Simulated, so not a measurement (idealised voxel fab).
process module | voxel wiring stack
cross-section cut | 235 nm wide | cells 5 nm
A cross-section is a grid of square cells, given in bands from the top down. A band is one or more rows of cells.
Each band's line starts with the height of the band's top and of its bottom, in nm. Then come its materials from left to right, each with its width in nm. One material with "throughout" fills the band from edge to edge. "air" is empty space.
Height 0 is the level under which the wafer as received is all one material. The lowest band goes on downwards, as in "0 down".
A width such as "30 to 40" changes by the same amount from each row of cells to the next, from the band's top row to its bottom row.
"no change" after a step means that no cell of the cross-section changed.
closed voids: empty space of 8 cells or more with no open way to the top, each as width x height at its distance from the left edge, in nm
after a step's settings: what the simulator itself notes on the step
overlay nm, on a step with a mask: how far to the right of its planned place the mask lay; to the left if negative
plan
1 op RECEIVE | material Si
2 op CONFORMAL_DEP | material SiO2 | thk nm 15
3 op DIRECTIONAL_DEP | material TiN | thk nm 5
4 op DIRECTIONAL_DEP | material W | thk nm 25
5 op PATTERN | tone cover | mask id METAL_1 | material resist | width nm 20 | pitch nm 40 | thk nm 15 | overlay nm 0
6 op DIRECTIONAL_ETCH | etch materials W | depth nm 25
7 op DIRECTIONAL_ETCH | etch materials TiN | depth nm 5
8 op STRIP | etch materials resist
9 op FILL_DEP | material lowk | thk nm 5
10 op CMP | height nm 45
11 op CONFORMAL_DEP | material SiCN | thk nm 5
12 op DIRECTIONAL_DEP | material SiO2 | thk nm 15
13 op PATTERN | tone open | mask id PLUG_1 | material resist | width nm 15 | pitch nm 40 | thk nm 20 | overlay nm 0
14 op DIRECTIONAL_ETCH | etch materials SiO2 | depth nm 15
15 op DIRECTIONAL_ETCH | etch materials SiCN | depth nm 5
16 op STRIP | etch materials resist
17 op CONFORMAL_DEP | material TiN | thk nm 5
18 op FILL_DEP | material W | thk nm 10
19 op CMP | height nm 65
20 op CONFORMAL_DEP | material SiCN | thk nm 5
21 op DIRECTIONAL_DEP | material SiO2 | thk nm 20
22 op PATTERN | tone open | mask id METAL_2 | material resist | width nm 20 | pitch nm 40 | thk nm 15 | overlay nm 0
23 op DIRECTIONAL_ETCH | etch materials SiO2 | depth nm 20
24 op DIRECTIONAL_ETCH | etch materials SiCN | depth nm 5
25 op STRIP | etch materials resist
26 op CONFORMAL_DEP | material TiN | thk nm 5
27 op FILL_DEP | material Cu | thk nm 10
28 op CMP | height nm 90
29 op EPI | material Ru | thk nm 5
30 op FILL_DEP | material SiCN | thk nm 5
31 op DIRECTIONAL_DEP | material lowk | thk nm 30
32 op PATTERN | tone open | mask id METAL_3 | material resist | width nm 20 | pitch nm 40 | thk nm 20 | overlay nm 0
33 op DIRECTIONAL_ETCH | etch materials lowk | depth nm 20
34 op STRIP | etch materials resist
35 op DIRECTIONAL_DEP | material aC | thk nm 10
36 op PATTERN | tone open | mask id METAL_3_HOLES | material resist | width nm 15 | thk nm 25 | overlay nm 0
37 op DIRECTIONAL_ETCH | etch materials aC | depth nm 10
38 op STRIP | etch materials resist
39 op DIRECTIONAL_ETCH | etch materials lowk | depth nm 10
40 op DIRECTIONAL_ETCH | etch materials SiCN | depth nm 5
41 op STRIP | etch materials aC
42 op CONFORMAL_DEP | material TiN | thk nm 5
43 op FILL_DEP | material Ru | thk nm 5
44 op CMP | height nm 130
45 op CONFORMAL_DEP | material SiCN | thk nm 5
46 op DIRECTIONAL_DEP | material lowk | thk nm 10
47 op DIRECTIONAL_DEP | material aC | thk nm 10
48 op PATTERN | tone open | mask id PLUG_3 | material resist | width nm 15 | pitch nm 40 | thk nm 25 | overlay nm 0
49 op DIRECTIONAL_ETCH | etch materials aC | depth nm 10
50 op STRIP | etch materials resist
51 op DIRECTIONAL_ETCH | etch materials lowk | depth nm 10
52 op DIRECTIONAL_ETCH | etch materials SiCN | depth nm 5
53 op STRIP | etch materials aC
54 op CONFORMAL_DEP | material TiN | thk nm 5
55 op FILL_DEP | material Cu | thk nm 5
56 op CMP | height nm 145
57 op DIRECTIONAL_DEP | material TiN | thk nm 5
58 op DIRECTIONAL_DEP | material Ru | thk nm 15
59 op DIRECTIONAL_DEP | material aC | thk nm 10
60 op PATTERN | tone cover | mask id METAL_4 | material resist | width nm 20 | pitch nm 40 | thk nm 30 | overlay nm 0
61 op DIRECTIONAL_ETCH | etch materials aC | depth nm 10
62 op STRIP | etch materials resist
63 op DIRECTIONAL_ETCH | etch materials Ru | depth nm 15
64 op DIRECTIONAL_ETCH | etch materials TiN | depth nm 5
65 op STRIP | etch materials aC
66 op CONFORMAL_DEP | material SiN | thk nm 5
67 op FILL_DEP | material SiO2 | thk nm 10
68 op CMP | height nm 165
69 op CONFORMAL_DEP | material SiCN | thk nm 5
as received, after step 1
  0 down: Si throughout
  closed voids: none
first wafer at the end, as planned
  170 to 165: SiCN throughout
  165 to 150: SiO2 80 | SiN 5 | Ru 20 | SiN 5 | SiO2 10 | SiN 5 | Ru 20 | SiN 5 | SiO2 85
  150 to 145: SiN 85 | TiN 20 | SiN 20 | TiN 20 | SiN 90
  145 to 135: lowk 85 | TiN 5 | Cu 5 | TiN 5 | lowk 25 | TiN 5 | Cu 5 | TiN 5 | lowk 95
  135 to 130: SiCN 85 | TiN 15 | SiCN 25 | TiN 15 | SiCN 95
  130 to 115: lowk 85 | TiN 5 | Ru 10 | TiN 5 | lowk 20 | TiN 5 | Ru 10 | TiN 5 | lowk 90
  115 to 110: lowk 85 | TiN 5 | Ru 5 | TiN 10 | lowk 20 | TiN 20 | lowk 90
  110 to 100: lowk 85 | TiN 5 | Ru 5 | TiN 5 | lowk 135
  100 to 95: SiCN 85 | TiN 15 | SiCN 135
  95 to 90: SiCN 80 | Ru 30 | SiCN 10 | Ru 30 | SiCN 85
  90 to 70: SiO2 85 | TiN 5 | Cu 10 | TiN 5 | SiO2 20 | TiN 5 | Cu 10 | TiN 5 | SiO2 90
  70 to 65: SiCN 85 | TiN 20 | SiCN 20 | TiN 20 | SiCN 90
  65 to 50: SiO2 85 | TiN 5 | W 5 | TiN 5 | SiO2 25 | TiN 5 | W 5 | TiN 5 | SiO2 95
  50 to 45: SiCN 85 | TiN 15 | SiCN 25 | TiN 15 | SiCN 95
  45 to 20: lowk 85 | W 20 | lowk 20 | W 20 | lowk 90
  20 to 15: lowk 85 | TiN 20 | lowk 20 | TiN 20 | lowk 90
  15 to 0: SiO2 throughout
  0 down: Si throughout
  closed voids: none
second wafer at the end: like start, like plan, one mistake
  170 to 165: SiCN throughout
  165 to 150: SiO2 80 | SiN 5 | Ru 20 | SiN 5 | SiO2 10 | SiN 5 | Ru 20 | SiN 5 | SiO2 85
  150 to 145: SiN 85 | TiN 20 | SiN 20 | TiN 20 | SiN 90
  145 to 135: lowk 85 | TiN 5 | Cu 5 | TiN 5 | lowk 25 | TiN 5 | Cu 5 | TiN 5 | lowk 95
  135 to 130: SiCN 85 | TiN 15 | SiCN 25 | TiN 15 | SiCN 95
  130 to 125: Ru 75 | TiN 15 | Ru 10 | TiN 30 | Ru 10 | TiN 15 | Ru 80
  125 to 120: TiN 80 | lowk 5 | TiN 5 | Ru 10 | TiN 5 | lowk 5 | TiN 10 | lowk 5 | TiN 5 | Ru 10 | TiN 5 | lowk 5 | TiN 85
  120 to 110: lowk 85 | TiN 5 | Ru 10 | TiN 5 | lowk 20 | TiN 5 | Ru 10 | TiN 5 | lowk 90
  110 to 105: lowk 85 | TiN 5 | Ru 5 | TiN 10 | lowk 20 | TiN 20 | lowk 90
  105 to 100: lowk 85 | TiN 5 | Ru 5 | TiN 5 | lowk 135
  100 to 95: lowk 85 | TiN 15 | lowk 135
  95 to 90: lowk 80 | Ru 30 | lowk 10 | Ru 30 | lowk 85
  90 to 70: SiO2 85 | TiN 5 | Cu 10 | TiN 5 | SiO2 20 | TiN 5 | Cu 10 | TiN 5 | SiO2 90
  70 to 65: SiCN 85 | TiN 20 | SiCN 20 | TiN 20 | SiCN 90
  65 to 50: SiO2 85 | TiN 5 | W 5 | TiN 5 | SiO2 25 | TiN 5 | W 5 | TiN 5 | SiO2 95
  50 to 45: SiCN 85 | TiN 15 | SiCN 25 | TiN 15 | SiCN 95
  45 to 20: lowk 85 | W 20 | lowk 20 | W 20 | lowk 90
  20 to 15: lowk 85 | TiN 20 | lowk 20 | TiN 20 | lowk 90
  15 to 0: SiO2 throughout
  0 down: Si throughout
  closed voids: none
what went wrong: step 30 was left out
at the end the second wafer has, in cells: 34 more of Ru | 79 fewer of SiCN | 45 more of TiN
